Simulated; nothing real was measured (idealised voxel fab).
Herein follows the process module entitled voxel self aligned vias.
The cross-section shown here is cut; it is 245 nm wide and divided into square cells measuring 5 nm on a side.
Cross-section spec: square-cell grid; bands listed top down; each band is one or more rows. Each band's line starts with the height of the band's top and of its bottom, in nm. Then come its materials from left to right, each with its width in nm. One material with "all across" fills the band from edge to edge. "blank" is empty space. Zero point of the height axis is 0; under it, received wafer = one material. Lowest band: continues down indefinitely, "top 0, no bottom". You'd read "30->40" like this: the band's top row of cells is as wide as the first number, its bottom row is as wide as the second, and going down, every row changes width by the same amount as the row before did. Reading "remains unaltered" for a step: not a cell of the cross-section changed in it. Voids not open to the top, 8 cells minimum: see "Fully sealed cavities". Written width x height at distance; distance is from the left edge; nm. Step line, after settings: the simulator's comment on this step. "overlay nm" answers the question of how far to the right of plan the mask lay on a step that has a mask, and when it is negative the answer is to the left. Guide to the pairs. Each holds a before and an after cross-section around one process step; the after cross-section is cut off at the lowest band that changed. Look under the pair for the step between them and its settings. Pairs can come from different runs of this module on the same starting wafer, so a pair follows on from the one above it only where its entry headed "Ex-ante state" says it does.
Ex-ante state
* top 80, bottom 60 = 70 resist  45 blank  15 resist  45 blank  70 resist
* top 60, bottom 40 = 70 lowk  45 blank  15 lowk  45 blank  70 lowk
* top 40, bottom 30 = 85 lowk  15 SiN  45 lowk  15 SiN  85 lowk
* top 30, bottom 20 = 85 lowk  5 TiN  5 W  5 TiN  45 lowk  5 TiN  5 W  5 TiN  85 lowk
* top 20, bottom 15 = 85 lowk  15 TiN  45 lowk  15 TiN  85 lowk
* top 15, bottom 10 = SiCN all across
* top 10, bottom 0 = SiO2 all across
* top 0, no bottom = Si all across
* Fully sealed cavities: none
Post-Step Cross-Section
* top 80, bottom 60 = 70 resist  45 blank  15 resist  45 blank  70 resist
* top 60, bottom 40 = 70 lowk  45 blank  15 lowk  45 blank  70 lowk
* top 40, bottom 30 = 85 lowk  15 blank  45 lowk  15 blank  85 lowk
* Lower than 30, everything is as it was.
* Fully sealed cavities: none
Between before and after as drawn above: DIRECTIONAL_ETCH,etch materials SiN,depth nm 10
Ex-ante state: see preceding pair, after cross-section.
Post-Step Cross-Section
* top 60, bottom 40 = 70 lowk  45 blank  15 lowk  45 blank  70 lowk
* Lower than 40, everything is as it was.
* Fully sealed cavities: none
Between before and after as drawn above: STRIP,etch materials resist
Ex-ante state: see preceding pair, after cross-section.
Post-Step Cross-Section
* top 65, bottom 60 = 75 TiN  35 blank  25 TiN  35 blank  75 TiN
* top 60, bottom 45 = 70 lowk  5 TiN  35 blank  5 TiN  15 lowk  5 TiN  35 blank  5 TiN  70 lowk
* top 45, bottom 35 = 70->85 lowk  20->5 TiN  5 blank  20->5 TiN  15->45 lowk  20->5 TiN  5 blank  20->5 TiN  70->85 lowk
* top 35, bottom 30 = 85 lowk  15 TiN  45 lowk  15 TiN  85 lowk
* Lower than 30, everything is as it was.
* Fully sealed cavities: none
Between before and after as drawn above: CONFORMAL_DEP,material TiN,thk nm 5
Ex-ante state: see preceding pair, after cross-section.
Post-Step Cross-Section
* top 70, bottom 65 = Ru all across
* top 65, bottom 60 = 75 TiN  35 Ru  25 TiN  35 Ru  75 TiN
* top 60, bottom 45 = 70 lowk  5 TiN  35 Ru  5 TiN  15 lowk  5 TiN  35 Ru  5 TiN  70 lowk
* top 45, bottom 35 = 70->85 lowk  20->5 TiN  5 Ru  20->5 TiN  15->45 lowk  20->5 TiN  5 Ru  20->5 TiN  70->85 lowk
* Lower than 35, everything is as it was.
* Fully sealed cavities: none
Between before and after as drawn above: FILL_DEP,material Ru,thk nm 5
Ex-ante state: see preceding pair, after cross-section.
Post-Step Cross-Section
* top 60, bottom 45 = 70 lowk  5 TiN  35 Ru  5 TiN  15 lowk  5 TiN  35 Ru  5 TiN  70 lowk
* Lower than 45, everything is as it was.
* Fully sealed cavities: none
Between before and after as drawn above: CMP,height nm 60
Ex-ante state: see preceding pair, after cross-section.
Post-Step Cross-Section
* top 65, bottom 60 = SiN all across
* Lower than 60, everything is as it was.
* Fully sealed cavities: none
Between before and after as drawn above: CONFORMAL_DEP,material SiN,thk nm 5
Ex-ante state
* top 60, bottom 40 = lowk all across
* top 40, bottom 30 = 80 lowk  25 SiN  35 lowk  25 SiN  80 lowk
* top 30, bottom 20 = 80 lowk  5 TiN  15 W  5 TiN  35 lowk  5 TiN  15 W  5 TiN  80 lowk
* top 20, bottom 15 = 80 lowk  25 TiN  35 lowk  25 TiN  80 lowk
* top 15, bottom 10 = SiCN all across
* top 10, bottom 0 = SiO2 all across
* top 0, no bottom = Si all across
* Fully sealed cavities: none
Post-Step Cross-Section
* top 80, bottom 60 = 75 resist  45 blank  15 resist  45 blank  65 resist
* Lower than 60, everything is as it was.
* Fully sealed cavities: none
Between before and after as drawn above: PATTERN,tone open,mask id VIAS,material resist,width nm 45,pitch nm 60,thk nm 20,overlay nm 5
Ex-ante state: see preceding pair, after cross-section.
Post-Step Cross-Section
* top 80, bottom 60 = 75 resist  45 blank  15 resist  45 blank  65 resist
* top 60, bottom 40 = 75 lowk  45 blank  15 lowk  45 blank  65 lowk
* Lower than 40, everything is as it was.
* Fully sealed cavities: none
Between before and after as drawn above: DIRECTIONAL_ETCH,etch materials lowk,depth nm 20
Ex-ante state: see preceding pair, after cross-section.
Post-Step Cross-Section
* top 80, bottom 60 = 75 resist  45 blank  15 resist  45 blank  65 resist
* top 60, bottom 40 = 75 lowk  45 blank  15 lowk  45 blank  65 lowk
* top 40, bottom 30 = 80 lowk  25 blank  35 lowk  25 blank  80 lowk
* Lower than 30, everything is as it was.
* Fully sealed cavities: none
Between before and after as drawn above: DIRECTIONAL_ETCH,etch materials SiN,depth nm 10
Ex-ante state: see preceding pair, after cross-section.
Post-Step Cross-Section
* top 60, bottom 40 = 75 lowk  45 blank  15 lowk  45 blank  65 lowk
* Lower than 40, everything is as it was.
* Fully sealed cavities: none
Between before and after as drawn above: STRIP,etch materials resist
Ex-ante state: see preceding pair, after cross-section.
Post-Step Cross-Section
* top 65, bottom 60 = 80 TiN  35 blank  25 TiN  35 blank  70 TiN
* top 60, bottom 45 = 75 lowk  5 TiN  35 blank  5 TiN  15 lowk  5 TiN  35 blank  5 TiN  65 lowk
* top 45, bottom 35 = 75->80 lowk  10->5 TiN  15 blank  20->5 TiN  15->35 lowk  10->5 TiN  15 blank  20->5 TiN  65->80 lowk
* top 35, bottom 30 = 80 lowk  25 TiN  35 lowk  25 TiN  80 lowk
* Lower than 30, everything is as it was.
* Fully sealed cavities: none
Between before and after as drawn above: CONFORMAL_DEP,material TiN,thk nm 5
Ex-ante state: see preceding pair, after cross-section.
Post-Step Cross-Section
* top 70, bottom 65 = Ru all across
* top 65, bottom 60 = 80 TiN  35 Ru  25 TiN  35 Ru  70 TiN
* top 60, bottom 45 = 75 lowk  5 TiN  35 Ru  5 TiN  15 lowk  5 TiN  35 Ru  5 TiN  65 lowk
* top 45, bottom 35 = 75->80 lowk  10->5 TiN  15 Ru  20->5 TiN  15->35 lowk  10->5 TiN  15 Ru  20->5 TiN  65->80 lowk
* Lower than 35, everything is as it was.
* Fully sealed cavities: none
Between before and after as drawn above: FILL_DEP,material Ru,thk nm 5
Ex-ante state: see preceding pair, after cross-section.
Post-Step Cross-Section
* top 60, bottom 45 = 75 lowk  5 TiN  35 Ru  5 TiN  15 lowk  5 TiN  35 Ru  5 TiN  65 lowk
* Lower than 45, everything is as it was.
* Fully sealed cavities: none
Between before and after as drawn above: CMP,height nm 60
Ex-ante state: see preceding pair, after cross-section.
Post-Step Cross-Section
* top 65, bottom 60 = SiN all across
* Lower than 60, everything is as it was.
* Fully sealed cavities: none
Between before and after as drawn above: CONFORMAL_DEP,material SiN,thk nm 5
Ex-ante state
* top 0, no bottom = Si all across
* Fully sealed cavities: none
Post-Step Cross-Section
* top 10, bottom 0 = SiCN all across
* Lower than 0, everything is as it was.
* Fully sealed cavities: none
Between before and after as drawn above: CONFORMAL_DEP,material SiCN,thk nm 10
Ex-ante state: see preceding pair, after cross-section.
Post-Step Cross-Section
* top 15, bottom 0 = SiCN all across
* Lower than 0, everything is as it was.
* Fully sealed cavities: none
Between before and after as drawn above: CONFORMAL_DEP,material SiCN,thk nm 5
Ex-ante state: see preceding pair, after cross-section.
Post-Step Cross-Section
* top 40, bottom 15 = lowk all across
* Lower than 15, everything is as it was.
* Fully sealed cavities: none
Between before and after as drawn above: DIRECTIONAL_DEP,material lowk,thk nm 25
Ex-ante state: see preceding pair, after cross-section.
Post-Step Cross-Section
* top 40, bottom 15 = 80 lowk  25 blank  35 lowk  25 blank  80 lowk
* Lower than 15, everything is as it was.
* Fully sealed cavities: none
Between before and after as drawn above: MASKED_ETCH,tone open,mask id LINES,width nm 25,pitch nm 60,etch materials lowk,depth nm 25,overlay nm 0
Ex-ante state: see preceding pair, after cross-section.
Post-Step Cross-Section
* top 45, bottom 40 = 85 TiN  15 blank  45 TiN  15 blank  85 TiN
* top 40, bottom 20 = 80 lowk  5 TiN  15 blank  5 TiN  35 lowk  5 TiN  15 blank  5 TiN  80 lowk
* top 20, bottom 15 = 80 lowk  25 TiN  35 lowk  25 TiN  80 lowk
* Lower than 15, everything is as it was.
* Fully sealed cavities: none
Between before and after as drawn above: CONFORMAL_DEP,material TiN,thk nm 5
Ex-ante state: see preceding pair, after cross-section.
Post-Step Cross-Section
* top 50, bottom 45 = W all across
* top 45, bottom 40 = 85 TiN  15 W  45 TiN  15 W  85 TiN
* top 40, bottom 20 = 80 lowk  5 TiN  15 W  5 TiN  35 lowk  5 TiN  15 W  5 TiN  80 lowk
* Lower than 20, everything is as it was.
* Fully sealed cavities: none
Between before and after as drawn above: FILL_DEP,material W,thk nm 5
Ex-ante state: see preceding pair, after cross-section.
Post-Step Cross-Section
* top 40, bottom 20 = 80 lowk  5 TiN  15 W  5 TiN  35 lowk  5 TiN  15 W  5 TiN  80 lowk
* Lower than 20, everything is as it was.
* Fully sealed cavities: none
Between before and after as drawn above: CMP,height nm 40
Ex-ante state: see preceding pair, after cross-section.
Post-Step Cross-Section
* top 40, bottom 30 = 80 lowk  25 blank  35 lowk  25 blank  80 lowk
* Lower than 30, everything is as it was.
* Fully sealed cavities: none
Between before and after as drawn above: SELECTIVE_ETCH,etch materials W Ru TiN,depth nm 10
Ex-ante state: see preceding pair, after cross-section.
Post-Step Cross-Section
* top 45, bottom 40 = SiN all across
* top 40, bottom 30 = 80 lowk  25 SiN  35 lowk  25 SiN  80 lowk
* Lower than 30, everything is as it was.
* Fully sealed cavities: none
Between before and after as drawn above: FILL_DEP,material SiN,thk nm 5
Ex-ante state: see preceding pair, after cross-section.
Post-Step Cross-Section
* top 40, bottom 30 = 80 lowk  25 SiN  35 lowk  25 SiN  80 lowk
* Lower than 30, everything is as it was.
* Fully sealed cavities: none
Between before and after as drawn above: CMP,height nm 40
Ex-ante state: see preceding pair, after cross-section.
Post-Step Cross-Section
* top 60, bottom 40 = lowk all across
* Lower than 40, everything is as it was.
* Fully sealed cavities: none
Between before and after as drawn above: DIRECTIONAL_DEP,material lowk,thk nm 20
Ex-ante state: see preceding pair, after cross-section.
Post-Step Cross-Section
* top 80, bottom 60 = 70 resist  45 blank  15 resist  45 blank  70 resist
* Lower than 60, everything is as it was.
* Fully sealed cavities: none
Between before and after as drawn above: PATTERN,tone open,mask id VIAS,material resist,width nm 45,pitch nm 60,thk nm 20,overlay nm 0
Ex-ante state: see preceding pair, after cross-section.
Post-Step Cross-Section
* top 80, bottom 60 = 70 resist  45 blank  15 resist  45 blank  70 resist
* top 60, bottom 40 = 70 lowk  45 blank  15 lowk  45 blank  70 lowk
* Lower than 40, everything is as it was.
* Fully sealed cavities: none
Between before and after as drawn above: DIRECTIONAL_ETCH,etch materials lowk,depth nm 20
Ex-ante state: see preceding pair, after cross-section.
Post-Step Cross-Section
* top 80, bottom 60 = 70 resist  45 blank  15 resist  45 blank  70 resist
* top 60, bottom 40 = 70 lowk  45 blank  15 lowk  45 blank  70 lowk
* top 40, bottom 30 = 80 lowk  25 blank  35 lowk  25 blank  80 lowk
* Lower than 30, everything is as it was.
* Fully sealed cavities: none
Between before and after as drawn above: DIRECTIONAL_ETCH,etch materials SiN,depth nm 10
Ex-ante state: see preceding pair, after cross-section.
Post-Step Cross-Section
* top 60, bottom 40 = 70 lowk  45 blank  15 lowk  45 blank  70 lowk
* Lower than 40, everything is as it was.
* Fully sealed cavities: none
Between before and after as drawn above: STRIP,etch materials resist
Ex-ante state: see preceding pair, after cross-section.
Post-Step Cross-Section
* top 65, bottom 60 = 75 TiN  35 blank  25 TiN  35 blank  75 TiN
* top 60, bottom 45 = 70 lowk  5 TiN  35 blank  5 TiN  15 lowk  5 TiN  35 blank  5 TiN  70 lowk
* top 45, bottom 35 = 70->80 lowk  15->5 TiN  15 blank  15->5 TiN  15->35 lowk  15->5 TiN  15 blank  15->5 TiN  70->80 lowk
* top 35, bottom 30 = 80 lowk  25 TiN  35 lowk  25 TiN  80 lowk
* Lower than 30, everything is as it was.
* Fully sealed cavities: none
Between before and after as drawn above: CONFORMAL_DEP,material TiN,thk nm 5
Ex-ante state: see preceding pair, after cross-section.
Post-Step Cross-Section
* top 70, bottom 65 = Ru all across
* top 65, bottom 60 = 75 TiN  35 Ru  25 TiN  35 Ru  75 TiN
* top 60, bottom 45 = 70 lowk  5 TiN  35 Ru  5 TiN  15 lowk  5 TiN  35 Ru  5 TiN  70 lowk
* top 45, bottom 35 = 70->80 lowk  15->5 TiN  15 Ru  15->5 TiN  15->35 lowk  15->5 TiN  15 Ru  15->5 TiN  70->80 lowk
* Lower than 35, everything is as it was.
* Fully sealed cavities: none
Between before and after as drawn above: FILL_DEP,material Ru,thk nm 5
Ex-ante state: see preceding pair, after cross-section.
Post-Step Cross-Section
* top 60, bottom 45 = 70 lowk  5 TiN  35 Ru  5 TiN  15 lowk  5 TiN  35 Ru  5 TiN  70 lowk
* Lower than 45, everything is as it was.
* Fully sealed cavities: none
Between before and after as drawn above: CMP,height nm 60
Ex-ante state: see preceding pair, after cross-section.
Post-Step Cross-Section
* top 65, bottom 60 = SiN all across
* Lower than 60, everything is as it was.
* Fully sealed cavities: none
Between before and after as drawn above: CONFORMAL_DEP,material SiN,thk nm 5
Ex-ante state
* top 60, bottom 40 = lowk all across
* top 40, bottom 30 = 80 lowk  25 SiN  35 lowk  25 SiN  80 lowk
* top 30, bottom 20 = 80 lowk  5 TiN  15 W  5 TiN  35 lowk  5 TiN  15 W  5 TiN  80 lowk
* top 20, bottom 15 = 80 lowk  25 TiN  35 lowk  25 TiN  80 lowk
* top 15, bottom 10 = SiCN all across
* top 10, bottom 0 = SiO2 all across
* top 0, no bottom = Si all across
* Fully sealed cavities: none
Post-Step Cross-Section
* top 80, bottom 60 = 70 blank  45 resist  15 blank  45 resist  70 blank
* Lower than 60, everything is as it was.
* Fully sealed cavities: none
Between before and after as drawn above: PATTERN,tone cover,mask id VIAS,material resist,width nm 45,pitch nm 60,thk nm 20,overlay nm 0
Ex-ante state: see preceding pair, after cross-section.
Post-Step Cross-Section
* top 80, bottom 60 = 70 blank  45 resist  15 blank  45 resist  70 blank
* top 60, bottom 40 = 70 blank  45 lowk  15 blank  45 lowk  70 blank
* Lower than 40, everything is as it was.
* Fully sealed cavities: none
Between before and after as drawn above: DIRECTIONAL_ETCH,etch materials lowk,depth nm 20
Ex-ante state: see preceding pair, after cross-section.
Post-Step Cross-Section
* top 60, bottom 40 = 70 blank  45 lowk  15 blank  45 lowk  70 blank
* Lower than 40, everything is as it was.
* Fully sealed cavities: none
Between before and after as drawn above: STRIP,etch materials resist
Ex-ante state: see preceding pair, after cross-section.
Post-Step Cross-Section
* top 65, bottom 60 = 65 blank  55 TiN  5 blank  55 TiN  65 blank
* top 60, bottom 45 = 65 blank  5 TiN  45 lowk  5 TiN  5 blank  5 TiN  45 lowk  5 TiN  65 blank
* top 45, bottom 40 = 70 TiN  45 lowk  15 TiN  45 lowk  70 TiN
* Lower than 40, everything is as it was.
* Fully sealed cavities: none
Between before and after as drawn above: CONFORMAL_DEP,material TiN,thk nm 5
Ex-ante state: see preceding pair, after cross-section.
Post-Step Cross-Section
* top 70, bottom 65 = Ru all across
* top 65, bottom 60 = 65 Ru  55 TiN  5 Ru  55 TiN  65 Ru
* top 60, bottom 45 = 65 Ru  5 TiN  45 lowk  5 TiN  5 Ru  5 TiN  45 lowk  5 TiN  65 Ru
* Lower than 45, everything is as it was.
* Fully sealed cavities: none
Between before and after as drawn above: FILL_DEP,material Ru,thk nm 5
Ex-ante state: see preceding pair, after cross-section.
Post-Step Cross-Section
* top 60, bottom 45 = 65 Ru  5 TiN  45 lowk  5 TiN  5 Ru  5 TiN  45 lowk  5 TiN  65 Ru
* Lower than 45, everything is as it was.
* Fully sealed cavities: none
Between before and after as drawn above: CMP,height nm 60
Ex-ante state: see preceding pair, after cross-section.
Post-Step Cross-Section
* top 65, bottom 60 = SiN all across
* Lower than 60, everything is as it was.
* Fully sealed cavities: none
Between before and after as drawn above: CONFORMAL_DEP,material SiN,thk nm 5
